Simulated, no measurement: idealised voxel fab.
Presented below is a process module, voxel self aligned contacts.
Section shown: cut. Width: 250 nm. Cell size: 5 nm, square.
Notation: cross-section as square-cell grid; stated in bands, top first, going down; one or more cell rows per band. Heights first: top, then bottom, in nm. Then materials, left to right, each with a width in nm. "all across" on a single material: fills the band edge to edge. "blank": empty space. Heights from 0 (as-received wafer is one material below). Bottom band endless downward, as "z 0 and below". Read "30->40" as a graded width: first number on top, second number at the bottom, same change between each pair of neighbouring rows. Step marked "nothing got changed"? Then no cell in the cross-section changed in it. The label "Sealed internal voids" introduces a list of the empty spaces, 8 cells or larger, that have no open way up to the top; each entry in it reads width x height at distance, where the distance is taken from the left edge and all three are stated in nm. On a step's line, text after the settings is the simulator commenting on that step. overlay nm: where the mask lay relative to plan, measured to the right, on steps with a mask; negatives go left.

The planned process steps are enumerated hereunder:
1. RECEIVE,material Si
2. CONFORMAL_DEP,material SiO2,thk nm 5
3. DIRECTIONAL_DEP,material polySi,thk nm 20
4. DIRECTIONAL_DEP,material SiN,thk nm 20
5. PATTERN,tone cover,mask id GATE,material resist,width nm 25,pitch nm 70,thk nm 20,overlay nm 0
6. DIRECTIONAL_ETCH,etch materials SiN,depth nm 20
7. DIRECTIONAL_ETCH,etch materials polySi,depth nm 20
8. STRIP,etch materials resist
9. CONFORMAL_DEP,material SiN,thk nm 10
10. DIRECTIONAL_ETCH,etch materials SiN,depth nm 10
11. FILL_DEP,material SiO2,thk nm 15
12. CMP,height nm 55
13. PATTERN,tone open,mask id CONTACT,material resist,width nm 55,pitch nm 70,thk nm 15,overlay nm 0
14. DIRECTIONAL_ETCH,etch materials SiO2,depth nm 45
15. STRIP,etch materials resist
16. CONFORMAL_DEP,material TiN,thk nm 5
17. FILL_DEP,material W,thk nm 5
18. CMP,height nm 55
19. CONFORMAL_DEP,material SiN,thk nm 5
Where the wafers of this document differ is in the depth nm of step 14; they start out the same, and the plan states the value that applied to the first wafer.

Cross-section of the first incoming wafer of several, state after step 1:
    z 0 and below = Si all across
    Sealed internal voids: none

The table below has one row for each wafer; a row shows, as of the end of the module, how many cells of each material the wafer has gained, marked (+), or lost, marked (-), since it was received, and then the wafer's closed voids:
depth nm 45 | +206 SiN | +220 SiO2 | +54 TiN | +60 W | +60 polySi | Sealed internal voids: none
depth nm 50 | +206 SiN | +210 SiO2 | +58 TiN | +66 W | +60 polySi | Sealed internal voids: none
depth nm 55 | +206 SiN | +200 SiO2 | +62 TiN | +72 W | +60 polySi | Sealed internal voids: none
depth nm 60 | +206 SiN | +200 SiO2 | +62 TiN | +72 W | +60 polySi | Sealed internal voids: none
depth nm 65 | +206 SiN | +200 SiO2 | +62 TiN | +72 W | +60 polySi | Sealed internal voids: none
depth nm 70 | +206 SiN | +200 SiO2 | +62 TiN | +72 W | +60 polySi | Sealed internal voids: none
